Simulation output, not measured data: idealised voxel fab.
You're looking at the process module voxel released beams.
Square cells of 5 nm make up the cross-section cut, whose width is 160 nm.
Format of a cross-section: grid, square cells. Given as bands. Order: top down. Band: one or more rows of cells.
Within each band entry, the heights of the top and of the bottom of the band appear first, in that order and in nm; the materials of the band then follow from left to right, each with its corresponding width in nm. The designation "full width" on a single material indicates that it fills the band from edge to edge; the designation "blank" indicates empty space.
Heights are measured from 0, the level below which the as-received wafer is all one material; the lowest band has no bottom and continues downward, written as in "z 0 and below".
It should be noted that a width expressed as "30->40" varies in equal increments from row to row of cells within the band, taking the value of the first number at the top row and that of the second number at the bottom row.
Given "no modifications" for a step, no cell of the cross-section differs between before and after that step.
Any empty space of 8 cells or more lacking an open way to the top shows up in "Sealed internal cavities" as width x height at distance, distance from the left edge, in nm.
Post-settings text on a step line: simulator's own remark regarding the step.
The line of a step may include "overlay nm". On a step with a mask, this value is how far to the right of its planned place the mask lay. A negative value means the mask lay to the left.
-- The planned process steps are enumerated hereunder
1. RECEIVE | material Si
2. CONFORMAL_DEP | material Al2O3 | thk nm 5
3. DIRECTIONAL_DEP | material SiO2 | thk nm 20
4. DIRECTIONAL_DEP | material aC | thk nm 15
5. PATTERN | tone open | mask id ANCHOR | material resist | width nm 35 | thk nm 30 | overlay nm 0
6. DIRECTIONAL_ETCH | etch materials aC | depth nm 15
7. STRIP | etch materials resist
8. DIRECTIONAL_ETCH | etch materials SiO2 | depth nm 20
9. STRIP | etch materials aC
10. CONFORMAL_DEP | material W | thk nm 10
11. DIRECTIONAL_DEP | material aC | thk nm 10
12. PATTERN | tone cover | mask id BEAM | material resist | width nm 110 | thk nm 30 | overlay nm 0
13. DIRECTIONAL_ETCH | etch materials aC | depth nm 10
14. STRIP | etch materials resist
15. DIRECTIONAL_ETCH | etch materials W | depth nm 10
16. STRIP | etch materials aC
17. STRIP | etch materials SiO2
-- Incoming wafer in cross-section (state: after step 1)
  z 0 and below  Si full width
  Sealed internal cavities: none
-- Cross-sectional view of the first of the two wafers upon completion of the module, processed in accordance with the plan
  z 35 to 25  blank 20 nm | W 15 nm | blank 15 nm | W 80 nm | blank 30 nm
  z 25 to 15  blank 25 nm | W 10 nm | blank 15 nm | W 10 nm | blank 100 nm
  z 15 to 5  blank 25 nm | W 35 nm | blank 100 nm
  z 5 to 0  Al2O3 full width
  z 0 and below  Si full width
  Sealed internal cavities: none
-- Cross-section, wafer two of two, end of module: same start and plan as wafer one, one error in execution
  z 35 to 30  blank 20 nm | W 15 nm | blank 15 nm | W 80 nm | blank 30 nm
  z 30 to 25  W 35 nm | blank 15 nm | W 110 nm
  z 25 to 15  SiO2 25 nm | W 10 nm | blank 15 nm | W 10 nm | SiO2 100 nm
  z 15 to 5  SiO2 25 nm | W 35 nm | SiO2 100 nm
  z 5 to 0  Al2O3 full width
  z 0 and below  Si full width
  Sealed internal cavities: none
What was done differently from what was planned? step 15 changed vs plan, executed as DIRECTIONAL_ETCH | etch materials W | depth nm 5
Final tally in cells, some materials are higher or lower on the second wafer than on the first: SiO2: 100 more | W: 10 more
